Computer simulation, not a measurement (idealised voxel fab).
This is a process module. Its name is voxel capacitor over wiring.
The width of the displayed cross-section, cut, is 295 nm; its cells are square, with a size of 5 nm.
A cross-section in this document is a grid of square cells, and it is written down as bands, the top band listed before the ones below it; a band is made up of one or more rows of cells. First you get the band's top height and its bottom height, in nm, and then the materials it's made of, left to right, with each width in nm. If you see a single material with "edge to edge", that one covers the band edge to edge. "empty" is empty space. For the purposes of this specification, 0 denotes the height below which the wafer in its as-received condition is composed wholly of one material, and the lowermost band, lacking a lower limit, extends downward without end, as expressed in "0 -> down". Width spec "30..40" -> top row of cells at first value, bottom row at second value, equal per-row change in between. Where the words "everything unchanged" appear for a step, the cross-section shows no cell changed by that step; every cell remained as before. Each empty space that has no open way to the top and spans at least 8 cells appears under "Closed-off voids" as width x height at distance, the distance counted from the left edge, all in nm. If you see something after the settings on a step's line, that's the simulator's own remark about that step. The optional step-line setting "overlay nm" applies to steps with a mask and quantifies how far to the right of its planned location the mask lay, a negative value indicating leftward placement.

[plan]
1. RECEIVE (material Si)
2. CONFORMAL_DEP (material SiO2; thk nm 10)
3. CONFORMAL_DEP (material SiCN; thk nm 5)
4. DIRECTIONAL_DEP (material SiO2; thk nm 25)
5. PATTERN (tone open; mask id METAL_1; material resist; width nm 30; pitch nm 85; thk nm 20; overlay nm 0)
6. DIRECTIONAL_ETCH (etch materials SiO2; depth nm 25)
7. DIRECTIONAL_ETCH (etch materials SiCN; depth nm 5)
8. STRIP (etch materials resist)
9. CONFORMAL_DEP (material TiN; thk nm 5)
10. FILL_DEP (material W; thk nm 5)
11. CMP (height nm 40)
12. CONFORMAL_DEP (material SiCN; thk nm 5)
13. DIRECTIONAL_DEP (material SiO2; thk nm 10)
14. PATTERN (tone open; mask id PLUG_1; material resist; width nm 15; thk nm 15; overlay nm 0)
15. DIRECTIONAL_ETCH (etch materials SiO2; depth nm 10)
16. DIRECTIONAL_ETCH (etch materials SiCN; depth nm 5)
17. STRIP (etch materials resist)
18. CONFORMAL_DEP (material TiN; thk nm 5)
19. FILL_DEP (material W; thk nm 5)
20. CMP (height nm 55)
21. DIRECTIONAL_DEP (material TiN; thk nm 10)
22. DIRECTIONAL_DEP (material Al2O3; thk nm 5)
23. DIRECTIONAL_DEP (material TiN; thk nm 10)
24. MASKED_ETCH (tone cover; mask id UPPER_PLATE; width nm 60; etch materials TiN; depth nm 10; overlay nm 0)
25. MASKED_ETCH (tone cover; mask id UPPER_PLATE; width nm 60; etch materials Al2O3; depth nm 5; overlay nm 0)
26. MASKED_ETCH (tone cover; mask id LOWER_PLATE; width nm 70; etch materials TiN; depth nm 10; overlay nm 0)
27. FILL_DEP (material SiO2; thk nm 15)
28. CMP (height nm 90)
29. PATTERN (tone open; mask id PLUG_2; material resist; width nm 15; thk nm 15; overlay nm 0)
30. DIRECTIONAL_ETCH (etch materials SiO2; depth nm 10)
31. STRIP (etch materials resist)
32. CONFORMAL_DEP (material TiN; thk nm 5)
33. FILL_DEP (material Cu; thk nm 5)
34. CMP (height nm 90)
35. CONFORMAL_DEP (material SiN; thk nm 5)

[The first of a set of two wafers, run to plan]

[The cross-section here shows the wafer as received, i.e. in its state after step 1]
  0 -> down  Si edge to edge
  Closed-off voids: none

[Take a look at the wafer's cross-section after step 2]
  10 -> 0  SiO2 edge to edge
  Whatever lies below 0 is exactly as it was before.

[Take a look at the wafer's cross-section after step 3]
  15 -> 10  SiCN edge to edge
  Whatever lies below 10 is exactly as it was before.

[Take a look at the wafer's cross-section after step 4]
  40 -> 15  SiO2 edge to edge
  Whatever lies below 15 is exactly as it was before.

[Take a look at the wafer's cross-section after step 5]
  60 -> 40  90 of resist; 30 of empty; 55 of resist; 30 of empty; 90 of resist
  Whatever lies below 40 is exactly as it was before.

[Take a look at the wafer's cross-section after step 6]
  60 -> 40  90 of resist; 30 of empty; 55 of resist; 30 of empty; 90 of resist
  40 -> 15  90 of SiO2; 30 of empty; 55 of SiO2; 30 of empty; 90 of SiO2
  Whatever lies below 15 is exactly as it was before.

[Take a look at the wafer's cross-section after step 7]
  60 -> 40  90 of resist; 30 of empty; 55 of resist; 30 of empty; 90 of resist
  40 -> 15  90 of SiO2; 30 of empty; 55 of SiO2; 30 of empty; 90 of SiO2
  15 -> 10  90 of SiCN; 30 of empty; 55 of SiCN; 30 of empty; 90 of SiCN
  Whatever lies below 10 is exactly as it was before.

[Take a look at the wafer's cross-section after step 8]
  40 -> 15  90 of SiO2; 30 of empty; 55 of SiO2; 30 of empty; 90 of SiO2
  Whatever lies below 15 is exactly as it was before.

[Take a look at the wafer's cross-section after step 9]
  45 -> 40  95 of TiN; 20 of empty; 65 of TiN; 20 of empty; 95 of TiN
  40 -> 15  90 of SiO2; 5 of TiN; 20 of empty; 5 of TiN; 55 of SiO2; 5 of TiN; 20 of empty; 5 of TiN; 90 of SiO2
  15 -> 10  90 of SiCN; 30 of TiN; 55 of SiCN; 30 of TiN; 90 of SiCN
  Whatever lies below 10 is exactly as it was before.

[Take a look at the wafer's cross-section after step 10]
  50 -> 45  W edge to edge
  45 -> 40  95 of TiN; 20 of W; 65 of TiN; 20 of W; 95 of TiN
  40 -> 15  90 of SiO2; 5 of TiN; 20 of W; 5 of TiN; 55 of SiO2; 5 of TiN; 20 of W; 5 of TiN; 90 of SiO2
  Whatever lies below 15 is exactly as it was before.

[Take a look at the wafer's cross-section after step 11]
  40 -> 15  90 of SiO2; 5 of TiN; 20 of W; 5 of TiN; 55 of SiO2; 5 of TiN; 20 of W; 5 of TiN; 90 of SiO2
  Whatever lies below 15 is exactly as it was before.

[Take a look at the wafer's cross-section after step 12]
  45 -> 40  SiCN edge to edge
  Whatever lies below 40 is exactly as it was before.

[Take a look at the wafer's cross-section after step 13]
  55 -> 45  SiO2 edge to edge
  Whatever lies below 45 is exactly as it was before.

[Take a look at the wafer's cross-section after step 14]
  70 -> 55  105 of resist; 15 of empty; 175 of resist
  Whatever lies below 55 is exactly as it was before.

[Take a look at the wafer's cross-section after step 15]
  70 -> 55  105 of resist; 15 of empty; 175 of resist
  55 -> 45  105 of SiO2; 15 of empty; 175 of SiO2
  Whatever lies below 45 is exactly as it was before.

[Take a look at the wafer's cross-section after step 16]
  70 -> 55  105 of resist; 15 of empty; 175 of resist
  55 -> 45  105 of SiO2; 15 of empty; 175 of SiO2
  45 -> 40  105 of SiCN; 15 of empty; 175 of SiCN
  Whatever lies below 40 is exactly as it was before.

[Take a look at the wafer's cross-section after step 17]
  55 -> 45  105 of SiO2; 15 of empty; 175 of SiO2
  Whatever lies below 45 is exactly as it was before.

[Take a look at the wafer's cross-section after step 18]
  60 -> 55  110 of TiN; 5 of empty; 180 of TiN
  55 -> 45  105 of SiO2; 5 of TiN; 5 of empty; 5 of TiN; 175 of SiO2
  45 -> 40  105 of SiCN; 15 of TiN; 175 of SiCN
  Whatever lies below 40 is exactly as it was before.

[Take a look at the wafer's cross-section after step 19]
  65 -> 60  W edge to edge
  60 -> 55  110 of TiN; 5 of W; 180 of TiN
  55 -> 45  105 of SiO2; 5 of TiN; 5 of W; 5 of TiN; 175 of SiO2
  Whatever lies below 45 is exactly as it was before.

[Take a look at the wafer's cross-section after step 20]
  55 -> 45  105 of SiO2; 5 of TiN; 5 of W; 5 of TiN; 175 of SiO2
  Whatever lies below 45 is exactly as it was before.

[Take a look at the wafer's cross-section after step 21]
  65 -> 55  TiN edge to edge
  Whatever lies below 55 is exactly as it was before.

[Take a look at the wafer's cross-section after step 22]
  70 -> 65  Al2O3 edge to edge
  Whatever lies below 65 is exactly as it was before.

[Take a look at the wafer's cross-section after step 23]
  80 -> 70  TiN edge to edge
  Whatever lies below 70 is exactly as it was before.

[Take a look at the wafer's cross-section after step 24]
  80 -> 70  105 of empty; 60 of TiN; 130 of empty
  Whatever lies below 70 is exactly as it was before.

[Take a look at the wafer's cross-section after step 25]
  80 -> 70  105 of empty; 60 of TiN; 130 of empty
  70 -> 65  105 of empty; 60 of Al2O3; 130 of empty
  Whatever lies below 65 is exactly as it was before.

[Take a look at the wafer's cross-section after step 26]
  80 -> 70  105 of empty; 60 of TiN; 130 of empty
  70 -> 65  105 of empty; 60 of Al2O3; 130 of empty
  65 -> 55  100 of empty; 70 of TiN; 125 of empty
  Whatever lies below 55 is exactly as it was before.

[Take a look at the wafer's cross-section after step 27]
  95 -> 80  SiO2 edge to edge
  80 -> 70  105 of SiO2; 60 of TiN; 130 of SiO2
  70 -> 65  105 of SiO2; 60 of Al2O3; 130 of SiO2
  65 -> 55  100 of SiO2; 70 of TiN; 125 of SiO2
  Whatever lies below 55 is exactly as it was before.

[Take a look at the wafer's cross-section after step 28]
  90 -> 80  SiO2 edge to edge
  Whatever lies below 80 is exactly as it was before.

[Take a look at the wafer's cross-section after step 29]
  105 -> 90  115 of resist; 15 of empty; 165 of resist
  Whatever lies below 90 is exactly as it was before.

[Take a look at the wafer's cross-section after step 30]
  105 -> 90  115 of resist; 15 of empty; 165 of resist
  90 -> 80  115 of SiO2; 15 of empty; 165 of SiO2
  Whatever lies below 80 is exactly as it was before.

[Take a look at the wafer's cross-section after step 31]
  90 -> 80  115 of SiO2; 15 of empty; 165 of SiO2
  Whatever lies below 80 is exactly as it was before.

[Take a look at the wafer's cross-section after step 32]
  95 -> 90  120 of TiN; 5 of empty; 170 of TiN
  90 -> 85  115 of SiO2; 5 of TiN; 5 of empty; 5 of TiN; 165 of SiO2
  85 -> 80  115 of SiO2; 15 of TiN; 165 of SiO2
  Whatever lies below 80 is exactly as it was before.

[Take a look at the wafer's cross-section after step 33]
  100 -> 95  Cu edge to edge
  95 -> 90  120 of TiN; 5 of Cu; 170 of TiN
  90 -> 85  115 of SiO2; 5 of TiN; 5 of Cu; 5 of TiN; 165 of SiO2
  Whatever lies below 85 is exactly as it was before.

[Take a look at the wafer's cross-section after step 34]
  90 -> 85  115 of SiO2; 5 of TiN; 5 of Cu; 5 of TiN; 165 of SiO2
  Whatever lies below 85 is exactly as it was before.

[Take a look at the wafer's cross-section after step 35]
  95 -> 90  SiN edge to edge
  Whatever lies below 90 is exactly as it was before.

[Okay, second wafer. Nothing different at the start, nothing different in the plan, just one mistake somewhere in the running. As far as step 17, counting that step, it's the first wafer all over again]

[when step 18 should have ended]
  60 -> 45  110 of SiO2; 5 of empty; 180 of SiO2
  45 -> 40  105 of SiCN; 15 of SiO2; 175 of SiCN
  Whatever lies below 40 is exactly as it was before.

[when step 19 should have ended]
  65 -> 60  W edge to edge
  60 -> 45  110 of SiO2; 5 of W; 180 of SiO2
  Whatever lies below 45 is exactly as it was before.

[when step 20 should have ended]
  55 -> 45  110 of SiO2; 5 of W; 180 of SiO2
  Whatever lies below 45 is exactly as it was before.

[when step 21 should have ended]
  65 -> 55  TiN edge to edge
  Whatever lies below 55 is exactly as it was before.

[when step 22 should have ended]
  70 -> 65  Al2O3 edge to edge
  Whatever lies below 65 is exactly as it was before.

[when step 23 should have ended]
  80 -> 70  TiN edge to edge
  Whatever lies below 70 is exactly as it was before.

[when step 24 should have ended]
  80 -> 70  105 of empty; 60 of TiN; 130 of empty
  Whatever lies below 70 is exactly as it was before.

[when step 25 should have ended]
  80 -> 70  105 of empty; 60 of TiN; 130 of empty
  70 -> 65  105 of empty; 60 of Al2O3; 130 of empty
  Whatever lies below 65 is exactly as it was before.

[when step 26 should have ended]
  80 -> 70  105 of empty; 60 of TiN; 130 of empty
  70 -> 65  105 of empty; 60 of Al2O3; 130 of empty
  65 -> 55  100 of empty; 70 of TiN; 125 of empty
  Whatever lies below 55 is exactly as it was before.

[when step 27 should have ended]
  95 -> 80  SiO2 edge to edge
  80 -> 70  105 of SiO2; 60 of TiN; 130 of SiO2
  70 -> 65  105 of SiO2; 60 of Al2O3; 130 of SiO2
  65 -> 55  100 of SiO2; 70 of TiN; 125 of SiO2
  Whatever lies below 55 is exactly as it was before.

[when step 28 should have ended]
  90 -> 80  SiO2 edge to edge
  Whatever lies below 80 is exactly as it was before.

[when step 29 should have ended]
  105 -> 90  115 of resist; 15 of empty; 165 of resist
  Whatever lies below 90 is exactly as it was before.

[when step 30 should have ended]
  105 -> 90  115 of resist; 15 of empty; 165 of resist
  90 -> 80  115 of SiO2; 15 of empty; 165 of SiO2
  Whatever lies below 80 is exactly as it was before.

[when step 31 should have ended]
  90 -> 80  115 of SiO2; 15 of empty; 165 of SiO2
  Whatever lies below 80 is exactly as it was before.

[when step 32 should have ended]
  95 -> 90  120 of TiN; 5 of empty; 170 of TiN
  90 -> 85  115 of SiO2; 5 of TiN; 5 of empty; 5 of TiN; 165 of SiO2
  85 -> 80  115 of SiO2; 15 of TiN; 165 of SiO2
  Whatever lies below 80 is exactly as it was before.

[when step 33 should have ended]
  100 -> 95  Cu edge to edge
  95 -> 90  120 of TiN; 5 of Cu; 170 of TiN
  90 -> 85  115 of SiO2; 5 of TiN; 5 of Cu; 5 of TiN; 165 of SiO2
  Whatever lies below 85 is exactly as it was before.

[when step 34 should have ended]
  90 -> 85  115 of SiO2; 5 of TiN; 5 of Cu; 5 of TiN; 165 of SiO2
  Whatever lies below 85 is exactly as it was before.

[when step 35 should have ended]
  95 -> 90  SiN edge to edge
  Whatever lies below 90 is exactly as it was before.
Deviation noted in wafer processing: step 18 ran as: CONFORMAL_DEP (material SiO2; thk nm 5)
Final tally in cells, some materials are higher or lower on the second wafer than on the first: +7 SiO2, -7 TiN
